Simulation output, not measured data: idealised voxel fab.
Title: Process Module voxel transistor to metal
Xsec cut, 275 nm wide, square cell size 5 nm.
Think of the cross-section as a grid of square cells. We describe it in bands, top to bottom, and each band covers one or more rows of those cells. Heads up on the band format: heights come first, top then bottom, in nm. After that it's the materials left to right, each with its width in nm. A single material flagged "throughout" fills the whole band edge to edge, and "air" means there's empty space there. We count height from 0. Below that, the starting wafer is all one material. The lowest band never ends at the bottom but goes on down; see "0..down" for how that is written. A width given as "30 to 40" starts at the first number in the band's top row and ends at the second number in its bottom row, shifting by an equal amount at every step from row to row. Basically "no modification" means that step didn't change any cell in the cross-section. "Tabulated closed voids" contains a list of empty spaces, each no smaller than 8 cells and without an open way to the top, written in the form width x height at distance with the distance from the left edge and all three in nm. That trailing text on a step's line, after the settings, is the simulator's own remark on the step. The line of a step may include "overlay nm". On a step with a mask, this value is how far to the right of its planned place the mask lay. A negative value means the mask lay to the left.

**Steps planned for the process**
1,RECEIVE (material Si)
2,OXIDIZE (depth nm 5)
3,CONFORMAL_DEP (material SiN; thk nm 15)
4,DIRECTIONAL_DEP (material aC; thk nm 15)
5,PATTERN (tone cover; mask id ACTIVE; material resist; width nm 105; pitch nm 130; thk nm 30; overlay nm 0)
6,DIRECTIONAL_ETCH (etch materials aC; depth nm 15)
7,STRIP (etch materials resist)
8,DIRECTIONAL_ETCH (etch materials SiN; depth nm 15)
9,DIRECTIONAL_ETCH (etch materials SiO2; depth nm 5)
10,DIRECTIONAL_ETCH (etch materials Si; depth nm 25)
11,STRIP (etch materials aC)
12,FILL_DEP (material SiO2; thk nm 10)
13,CMP (height nm 15)
14,SELECTIVE_ETCH (etch materials SiO2; depth nm 5)
15,STRIP (etch materials SiN)
16,SELECTIVE_ETCH (etch materials SiO2; depth nm 5)
17,OXIDIZE (depth nm 5)
18,DIRECTIONAL_DEP (material polySi; thk nm 30)
19,DIRECTIONAL_DEP (material SiCN; thk nm 15)
20,DIRECTIONAL_DEP (material aC; thk nm 10)
21,PATTERN (tone cover; mask id GATE; material resist; width nm 25; pitch nm 130; thk nm 30; overlay nm 0)
22,DIRECTIONAL_ETCH (etch materials aC; depth nm 10)
23,STRIP (etch materials resist)
24,DIRECTIONAL_ETCH (etch materials SiCN; depth nm 25)
25,DIRECTIONAL_ETCH (etch materials polySi; depth nm 40)
26,STRIP (etch materials aC)
27,CONFORMAL_DEP (material SiN; thk nm 5)
28,DIRECTIONAL_ETCH (etch materials SiN; depth nm 5)
29,DIRECTIONAL_ETCH (etch materials SiO2; depth nm 5)
30,DIRECTIONAL_ETCH (etch materials Si; depth nm 15)
31,EPI (material pSi; thk nm 20)
32,FILL_DEP (material SiO2; thk nm 5)
33,CMP (height nm 40)
34,DIRECTIONAL_DEP (material SiO2; thk nm 15)
35,PATTERN (tone open; mask id CONTACT; material resist; width nm 30; pitch nm 65; thk nm 15; overlay nm 0)
36,DIRECTIONAL_ETCH (etch materials SiO2; depth nm 60)
37,STRIP (etch materials resist)
38,CONFORMAL_DEP (material TiN; thk nm 5)
39,FILL_DEP (material W; thk nm 5)
40,CMP (height nm 55)
41,DIRECTIONAL_DEP (material TiN; thk nm 5)
42,DIRECTIONAL_DEP (material W; thk nm 25)
43,MASKED_ETCH (tone cover; mask id METAL_1; width nm 15; etch materials W; depth nm 25; overlay nm 0)
44,MASKED_ETCH (tone cover; mask id METAL_1; width nm 15; etch materials TiN; depth nm 5; overlay nm 0)
45,CONFORMAL_DEP (material SiCN; thk nm 5)
46,FILL_DEP (material SiO2; thk nm 5)
47,CMP (height nm 85)
48,CONFORMAL_DEP (material SiN; thk nm 5)

**Delivered wafer in cross-section: state after step 1**
    0..down = Si throughout
    Tabulated closed voids: none

**Wafer cross-section at end of module: start and plan as shown above, one execution error**
    90..85 = SiN throughout
    85..60 = 20 SiO2, then 5 SiCN, then 15 W, then 5 SiCN, then 55 SiO2, then 5 SiCN, then 15 W, then 5 SiCN, then 25 SiO2, then 5 SiCN, then 15 W, then 5 SiCN, then 55 SiO2, then 5 SiCN, then 15 W, then 5 SiCN, then 20 SiO2
    60..55 = 25 SiCN, then 15 TiN, then 65 SiCN, then 15 TiN, then 35 SiCN, then 15 TiN, then 65 SiCN, then 15 TiN, then 25 SiCN
    55..40 = 25 SiO2, then 5 TiN, then 20 W, then 5 TiN, then 35 SiO2, then 5 TiN, then 20 W, then 5 TiN, then 35 SiO2, then 5 TiN, then 20 W, then 5 TiN, then 35 SiO2, then 5 TiN, then 20 W, then 5 TiN, then 25 SiO2
    40..25 = 25 SiO2, then 5 TiN, then 20 W, then 5 TiN, then 5 SiN, then 25 SiCN, then 5 SiN, then 5 TiN, then 20 W, then 5 TiN, then 35 SiO2, then 5 TiN, then 20 W, then 5 TiN, then 5 SiN, then 25 SiCN, then 5 SiN, then 5 TiN, then 20 W, then 5 TiN, then 25 SiO2
    25..15 = 25 SiO2, then 5 TiN, then 20 W, then 5 TiN, then 5 SiN, then 25 polySi, then 5 SiN, then 5 TiN, then 20 W, then 5 TiN, then 35 SiO2, then 5 TiN, then 20 W, then 5 TiN, then 5 SiN, then 25 polySi, then 5 SiN, then 5 TiN, then 20 W, then 5 TiN, then 25 SiO2
    15..10 = 25 SiO2, then 30 TiN, then 5 SiN, then 25 polySi, then 5 SiN, then 30 TiN, then 35 SiO2, then 30 TiN, then 5 SiN, then 25 polySi, then 5 SiN, then 30 TiN, then 25 SiO2
    10..5 = 25 SiO2, then 10 TiN, then 20 pSi, then 5 SiN, then 25 polySi, then 5 SiN, then 20 pSi, then 10 TiN, then 35 SiO2, then 10 TiN, then 20 pSi, then 5 SiN, then 25 polySi, then 5 SiN, then 20 pSi, then 10 TiN, then 25 SiO2
    5..-5 = 15 SiO2, then 5 SiN, then 5 SiO2, then 10 TiN, then 20 pSi, then 5 SiN, then 25 polySi, then 5 SiN, then 20 pSi, then 10 TiN, then 10 SiO2, then 5 SiN, then 10 SiO2, then 5 SiN, then 5 SiO2, then 10 TiN, then 20 pSi, then 5 SiN, then 25 polySi, then 5 SiN, then 20 pSi, then 10 TiN, then 10 SiO2, then 5 SiN, then 10 SiO2
    -5..-10 = 20 SiO2, then 35 pSi, then 35 SiO2, then 40 pSi, then 20 SiO2, then 35 pSi, then 35 SiO2, then 40 pSi, then 15 SiO2
    -10..-25 = 20 SiO2, then 35 pSi, then 35 Si, then 40 pSi, then 20 SiO2, then 35 pSi, then 35 Si, then 40 pSi, then 15 SiO2
    -25..-30 = 20 SiO2, then 110 Si, then 20 SiO2, then 110 Si, then 15 SiO2
    -30..down = Si throughout
    Tabulated closed voids: none
Heads up, the wafer didn't run the way we planned it: step 5 was run on a setting that differed from the plan, and what really ran there is PATTERN (tone cover; mask id ACTIVE; material resist; width nm 110; pitch nm 130; thk nm 30; overlay nm 0)
